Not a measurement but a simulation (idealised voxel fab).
Presented below is a process module, voxel capacitor over wiring.
Shown is cross-section cut, with a width of 215 nm and square cells of size 5 nm.
A cross-section is a grid of square cells, given in bands from the top down. A band is one or more rows of cells.
The band entry comprises the height of the band's top followed by the height of its bottom, expressed in nm, and subsequently the band's materials from left to right, each stated together with its width in nm. Where a single material is marked with the word "edge to edge", that material fills the band from edge to edge. The word "blank" represents empty space.
Heights are expressed relative to 0, this being the level below which the as-received wafer comprises one material exclusively. The lowest band is unbounded in the downward direction and is denoted as in "0 -> down".
Width "30->40": first value at the band's top row of cells, second value at its bottom row, equal change from row to row.
It should be understood that the words "nothing altered", when stated for a given step, signify that the cross-section underwent no change in any of its cells during that step.
Empty spaces counting at least 8 cells and having no open way to the top are listed in "Sealed void listing". The notation width x height at distance is used for each, the distance being from the left edge and all three values in nm.
That trailing text on a step's line, after the settings, is the simulator's own remark on the step.
overlay nm: where the mask lay relative to plan, measured to the right, on steps with a mask; negatives go left.

These are the steps we planned for the process
step 1: RECEIVE [material Si]
step 2: CONFORMAL_DEP [material SiO2] [thk nm 10]
step 3: CONFORMAL_DEP [material SiN] [thk nm 5]
step 4: DIRECTIONAL_DEP [material lowk] [thk nm 15]
step 5: MASKED_ETCH [tone open] [mask id METAL_1] [width nm 30] [pitch nm 100] [etch materials lowk] [depth nm 15] [overlay nm 0]
step 6: MASKED_ETCH [tone open] [mask id METAL_1] [width nm 30] [pitch nm 100] [etch materials SiN] [depth nm 5] [overlay nm 0]
step 7: CONFORMAL_DEP [material TiN] [thk nm 5]
step 8: FILL_DEP [material Cu] [thk nm 10]
step 9: CMP [height nm 30]
step 10: CONFORMAL_DEP [material SiCN] [thk nm 5]
step 11: DIRECTIONAL_DEP [material SiO2] [thk nm 15]
step 12: DIRECTIONAL_DEP [material aC] [thk nm 15]
step 13: PATTERN [tone open] [mask id PLUG_1] [material resist] [width nm 15] [thk nm 30] [overlay nm 0]
step 14: DIRECTIONAL_ETCH [etch materials aC] [depth nm 15]
step 15: STRIP [etch materials resist]
step 16: DIRECTIONAL_ETCH [etch materials SiO2] [depth nm 15]
step 17: DIRECTIONAL_ETCH [etch materials SiCN] [depth nm 5]
step 18: STRIP [etch materials aC]
step 19: CONFORMAL_DEP [material TiN] [thk nm 5]
step 20: FILL_DEP [material Cu] [thk nm 5]
step 21: CMP [height nm 50]
step 22: DIRECTIONAL_DEP [material TiN] [thk nm 10]
step 23: DIRECTIONAL_DEP [material HfO2] [thk nm 5]
step 24: DIRECTIONAL_DEP [material TiN] [thk nm 5]
step 25: DIRECTIONAL_DEP [material aC] [thk nm 10]
step 26: PATTERN [tone cover] [mask id UPPER_PLATE] [material resist] [width nm 75] [thk nm 30] [overlay nm 0]
step 27: DIRECTIONAL_ETCH [etch materials aC] [depth nm 10]
step 28: STRIP [etch materials resist]
step 29: DIRECTIONAL_ETCH [etch materials TiN] [depth nm 5]
step 30: DIRECTIONAL_ETCH [etch materials HfO2] [depth nm 5]
step 31: STRIP [etch materials aC]
step 32: DIRECTIONAL_DEP [material aC] [thk nm 10]
step 33: PATTERN [tone cover] [mask id LOWER_PLATE] [material resist] [width nm 85] [thk nm 25] [overlay nm 0]
step 34: DIRECTIONAL_ETCH [etch materials aC] [depth nm 10]
step 35: STRIP [etch materials resist]
step 36: DIRECTIONAL_ETCH [etch materials TiN] [depth nm 10]
step 37: STRIP [etch materials aC]
step 38: FILL_DEP [material SiO2] [thk nm 15]
step 39: CMP [height nm 80]
step 40: PATTERN [tone open] [mask id PLUG_2] [material resist] [width nm 15] [thk nm 15] [overlay nm 0]
step 41: DIRECTIONAL_ETCH [etch materials SiO2] [depth nm 10]
step 42: STRIP [etch materials resist]
step 43: CONFORMAL_DEP [material TiN] [thk nm 5]
step 44: FILL_DEP [material W] [thk nm 10]
step 45: CMP [height nm 80]
step 46: CONFORMAL_DEP [material SiCN] [thk nm 5]

What follows covers the first of two wafers; it ran as planned

Step 1 complete: cross-section of the wafer as received
* 0 -> down = Si edge to edge
* Sealed void listing: none

Step 2 done - wafer cross-section
* 10 -> 0 = SiO2 edge to edge
* Below 0, the layers are the same as they were.

Step 3 done - wafer cross-section
* 15 -> 10 = SiN edge to edge
* Below 10, the layers are the same as they were.

Step 4 done - wafer cross-section
* 30 -> 15 = lowk edge to edge
* Below 15, the layers are the same as they were.

Step 5 done - wafer cross-section
* 30 -> 15 = lowk 40  blank 30  lowk 70  blank 30  lowk 45
* Below 15, the layers are the same as they were.

Step 6 done - wafer cross-section
* 30 -> 15 = lowk 40  blank 30  lowk 70  blank 30  lowk 45
* 15 -> 10 = SiN 40  blank 30  SiN 70  blank 30  SiN 45
* Below 10, the layers are the same as they were.

Step 7 done - wafer cross-section
* 35 -> 30 = TiN 45  blank 20  TiN 80  blank 20  TiN 50
* 30 -> 15 = lowk 40  TiN 5  blank 20  TiN 5  lowk 70  TiN 5  blank 20  TiN 5  lowk 45
* 15 -> 10 = SiN 40  TiN 30  SiN 70  TiN 30  SiN 45
* Below 10, the layers are the same as they were.

Step 8 done - wafer cross-section
* 45 -> 35 = Cu edge to edge
* 35 -> 30 = TiN 45  Cu 20  TiN 80  Cu 20  TiN 50
* 30 -> 15 = lowk 40  TiN 5  Cu 20  TiN 5  lowk 70  TiN 5  Cu 20  TiN 5  lowk 45
* Below 15, the layers are the same as they were.

Step 9 done - wafer cross-section
* 30 -> 15 = lowk 40  TiN 5  Cu 20  TiN 5  lowk 70  TiN 5  Cu 20  TiN 5  lowk 45
* Below 15, the layers are the same as they were.

Step 10 done - wafer cross-section
* 35 -> 30 = SiCN edge to edge
* Below 30, the layers are the same as they were.

Step 11 done - wafer cross-section
* 50 -> 35 = SiO2 edge to edge
* Below 35, the layers are the same as they were.

Step 12 done - wafer cross-section
* 65 -> 50 = aC edge to edge
* Below 50, the layers are the same as they were.

Step 13 done - wafer cross-section
* 95 -> 65 = resist 55  blank 15  resist 145
* Below 65, the layers are the same as they were.

Step 14 done - wafer cross-section
* 80 -> 65 = resist 55  blank 15  resist 145
* 65 -> 50 = aC 55  blank 15  aC 145
* Below 50, the layers are the same as they were.

Step 15 done - wafer cross-section
* 65 -> 50 = aC 55  blank 15  aC 145
* Below 50, the layers are the same as they were.

Step 16 done - wafer cross-section
* 65 -> 50 = aC 55  blank 15  aC 145
* 50 -> 35 = SiO2 55  blank 15  SiO2 145
* Below 35, the layers are the same as they were.

Step 17 done - wafer cross-section
* 65 -> 50 = aC 55  blank 15  aC 145
* 50 -> 35 = SiO2 55  blank 15  SiO2 145
* 35 -> 30 = SiCN 55  blank 15  SiCN 145
* Below 30, the layers are the same as they were.

Step 18 done - wafer cross-section
* 50 -> 35 = SiO2 55  blank 15  SiO2 145
* Below 35, the layers are the same as they were.

Step 19 done - wafer cross-section
* 55 -> 50 = TiN 60  blank 5  TiN 150
* 50 -> 35 = SiO2 55  TiN 5  blank 5  TiN 5  SiO2 145
* 35 -> 30 = SiCN 55  TiN 15  SiCN 145
* Below 30, the layers are the same as they were.

Step 20 done - wafer cross-section
* 60 -> 55 = Cu edge to edge
* 55 -> 50 = TiN 60  Cu 5  TiN 150
* 50 -> 35 = SiO2 55  TiN 5  Cu 5  TiN 5  SiO2 145
* Below 35, the layers are the same as they were.

Step 21 done - wafer cross-section
* 50 -> 35 = SiO2 55  TiN 5  Cu 5  TiN 5  SiO2 145
* Below 35, the layers are the same as they were.

Step 22 done - wafer cross-section
* 60 -> 50 = TiN edge to edge
* Below 50, the layers are the same as they were.

Step 23 done - wafer cross-section
* 65 -> 60 = HfO2 edge to edge
* Below 60, the layers are the same as they were.

Step 24 done - wafer cross-section
* 70 -> 65 = TiN edge to edge
* Below 65, the layers are the same as they were.

Step 25 done - wafer cross-section
* 80 -> 70 = aC edge to edge
* Below 70, the layers are the same as they were.

Step 26 done - wafer cross-section
* 110 -> 80 = blank 55  resist 75  blank 85
* Below 80, the layers are the same as they were.

Step 27 done - wafer cross-section
* 100 -> 80 = blank 55  resist 75  blank 85
* 80 -> 70 = blank 55  aC 75  blank 85
* Below 70, the layers are the same as they were.

Step 28 done - wafer cross-section
* 80 -> 70 = blank 55  aC 75  blank 85
* Below 70, the layers are the same as they were.

Step 29 done - wafer cross-section
* 80 -> 70 = blank 55  aC 75  blank 85
* 70 -> 65 = blank 55  TiN 75  blank 85
* Below 65, the layers are the same as they were.

Step 30 done - wafer cross-section
* 80 -> 70 = blank 55  aC 75  blank 85
* 70 -> 65 = blank 55  TiN 75  blank 85
* 65 -> 60 = blank 55  HfO2 75  blank 85
* Below 60, the layers are the same as they were.

Step 31 done - wafer cross-section
* 70 -> 65 = blank 55  TiN 75  blank 85
* Below 65, the layers are the same as they were.

Step 32 done - wafer cross-section
* 80 -> 70 = blank 55  aC 75  blank 85
* 70 -> 65 = aC 55  TiN 75  aC 85
* 65 -> 60 = aC 55  HfO2 75  aC 85
* Below 60, the layers are the same as they were.

Step 33 done - wafer cross-section
* 105 -> 80 = blank 50  resist 85  blank 80
* 80 -> 70 = blank 50  resist 5  aC 75  resist 5  blank 80
* Below 70, the layers are the same as they were.

Step 34 done - wafer cross-section
* 95 -> 80 = blank 50  resist 85  blank 80
* 80 -> 70 = blank 50  resist 5  aC 75  resist 5  blank 80
* 70 -> 65 = blank 50  aC 5  TiN 75  aC 5  blank 80
* 65 -> 60 = blank 50  aC 5  HfO2 75  aC 5  blank 80
* Below 60, the layers are the same as they were.

Step 35 done - wafer cross-section
* 80 -> 70 = blank 55  aC 75  blank 85
* Below 70, the layers are the same as they were.

Step 36 done - wafer cross-section
* 80 -> 70 = blank 55  aC 75  blank 85
* 70 -> 65 = blank 50  aC 5  TiN 75  aC 5  blank 80
* 65 -> 60 = blank 50  aC 5  HfO2 75  aC 5  blank 80
* 60 -> 50 = blank 50  TiN 85  blank 80
* Below 50, the layers are the same as they were.

Step 37 done - wafer cross-section
* 70 -> 65 = blank 55  TiN 75  blank 85
* 65 -> 60 = blank 55  HfO2 75  blank 85
* Below 60, the layers are the same as they were.

Step 38 done - wafer cross-section
* 85 -> 70 = SiO2 edge to edge
* 70 -> 65 = SiO2 55  TiN 75  SiO2 85
* 65 -> 60 = SiO2 55  HfO2 75  SiO2 85
* 60 -> 50 = SiO2 50  TiN 85  SiO2 80
* Below 50, the layers are the same as they were.

Step 39 done - wafer cross-section
* 80 -> 70 = SiO2 edge to edge
* Below 70, the layers are the same as they were.

Step 40 done - wafer cross-section
* 95 -> 80 = resist 65  blank 15  resist 135
* Below 80, the layers are the same as they were.

Step 41 done - wafer cross-section
* 95 -> 80 = resist 65  blank 15  resist 135
* 80 -> 70 = SiO2 65  blank 15  SiO2 135
* Below 70, the layers are the same as they were.

Step 42 done - wafer cross-section
* 80 -> 70 = SiO2 65  blank 15  SiO2 135
* Below 70, the layers are the same as they were.

Step 43 done - wafer cross-section
* 85 -> 80 = TiN 70  blank 5  TiN 140
* 80 -> 75 = SiO2 65  TiN 5  blank 5  TiN 5  SiO2 135
* 75 -> 65 = SiO2 65->55  TiN 15->75  SiO2 135->85
* Below 65, the layers are the same as they were.

Step 44 done - wafer cross-section
* 95 -> 85 = W edge to edge
* 85 -> 80 = TiN 70  W 5  TiN 140
* 80 -> 75 = SiO2 65  TiN 5  W 5  TiN 5  SiO2 135
* Below 75, the layers are the same as they were.

Step 45 done - wafer cross-section
* 80 -> 75 = SiO2 65  TiN 5  W 5  TiN 5  SiO2 135
* Below 75, the layers are the same as they were.

Step 46 done - wafer cross-section
* 85 -> 80 = SiCN edge to edge
* Below 80, the layers are the same as they were.

The second wafer: identical to the first at the outset and in its planned sequence, differing only in that one mistake was made during processing; up to and including step 39, its path is the first wafer's path

Second wafer, sectioned view, at step 40's planned end time
* 95 -> 80 = blank 65  resist 15  blank 135
* Below 80, the layers are the same as they were.

Second wafer, sectioned view, at step 41's planned end time
* 95 -> 80 = blank 65  resist 15  blank 135
* 80 -> 70 = blank 65  SiO2 15  blank 135
* Below 70, the layers are the same as they were.

Second wafer, sectioned view, at step 42's planned end time
* 80 -> 70 = blank 65  SiO2 15  blank 135
* Below 70, the layers are the same as they were.

Second wafer, sectioned view, at step 43's planned end time
* 85 -> 80 = blank 60  TiN 25  blank 130
* 80 -> 75 = blank 60  TiN 5  SiO2 15  TiN 5  blank 130
* 75 -> 70 = TiN 65  SiO2 15  TiN 135
* Below 70, the layers are the same as they were.

Second wafer, sectioned view, at step 44's planned end time
* 95 -> 85 = W edge to edge
* 85 -> 80 = W 60  TiN 25  W 130
* 80 -> 75 = W 60  TiN 5  SiO2 15  TiN 5  W 130
* Below 75, the layers are the same as they were.

Second wafer, sectioned view, at step 45's planned end time
* 80 -> 75 = W 60  TiN 5  SiO2 15  TiN 5  W 130
* Below 75, the layers are the same as they were.

Second wafer, sectioned view, at step 46's planned end time
* 85 -> 80 = SiCN edge to edge
* Below 80, the layers are the same as they were.
Processing error: step 40 was not run as planned; what actually ran was PATTERN [tone cover] [mask id PLUG_2] [material resist] [width nm 15] [thk nm 15] [overlay nm 0]
Once processing is complete, comparing cell counts shows that the second wafer has more or fewer of certain materials than the first: SiO2: 74 fewer, TiN: 37 more, W: 37 more
